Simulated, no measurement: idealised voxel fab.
The process module that follows is named voxel lift off.
We display cut, a cross-section 300 nm in width whose square cells are each 5 nm.
Cross-section = grid of square cells, listed top down in bands; band = one or more rows. What a band's entry tells you: where the top is and where the bottom is, as heights in nm, and after that what lies inside, material by material from left to right, each with its width in nm. Empty space is written as the word "blank", and a single material marked with the word "edge to edge" occupies the band from edge to edge. The reference from which all heights are counted is 0, the level beneath which the as-received wafer is entirely one material; the lowest band, having no lower bound, proceeds downward and is written after the example "z 0 and below". The two numbers in a width such as "30->40" mark its ends across the band: the first belongs to the top row of cells, the second to the bottom row, and from each row to the next the width moves by the same amount. The designation "identical to before", where it is given for a processing step, indicates that no cell of the cross-section was altered in the course of that step. Any empty space of 8 cells or more lacking an open way to the top shows up in "Enclosed void inventory" as width x height at distance, distance from the left edge, in nm. after a step's settings: what the simulator itself notes on the step. The line of a step may include "overlay nm". On a step with a mask, this value is how far to the right of its planned place the mask lay. A negative value means the mask lay to the left.

## This section lists the process steps that were planned
| 1 | RECEIVE [material Si] |
| 2 | CONFORMAL_DEP [material Al2O3] [thk nm 5] |
| 3 | PATTERN [tone open] [mask id LINES] [material resist] [width nm 20] [pitch nm 45] [thk nm 15] [overlay nm 0] |
| 4 | DIRECTIONAL_DEP [material Ru] [thk nm 5] |
| 5 | STRIP [etch materials resist] |
| 6 | CONFORMAL_DEP [material SiO2] [thk nm 5] |

## as received, after step 1
z 0 and below: Si edge to edge
Enclosed void inventory: none

## Run as planned - first of the two wafers cross-sectioned at the end of the module
z 15 to 10: 90 of blank, 30 of SiO2, 15 of blank, 30 of SiO2, 15 of blank, 30 of SiO2, 90 of blank
z 10 to 5: 95 of SiO2, 20 of Ru, 25 of SiO2, 20 of Ru, 25 of SiO2, 20 of Ru, 95 of SiO2
z 5 to 0: Al2O3 edge to edge
z 0 and below: Si edge to edge
Enclosed void inventory: none

## This is the second of the two wafers, cross-sectioned at the end of the module; it started exactly like the first and was given the same plan, but it was run with one mistake
z 25 to 20: 80 of blank, 140 of SiO2, 80 of blank
z 20 to 10: SiO2 edge to edge
z 10 to 5: 95 of SiO2, 20 of Ru, 25 of SiO2, 20 of Ru, 25 of SiO2, 20 of Ru, 95 of SiO2
z 5 to 0: Al2O3 edge to edge
z 0 and below: Si edge to edge
Enclosed void inventory: none
What was the processing mistake? step 6, actual vs plan mismatch, actual run CONFORMAL_DEP [material SiO2] [thk nm 15]
Final difference in cells, second wafer against first, listed per material as more or fewer: SiO2 +130
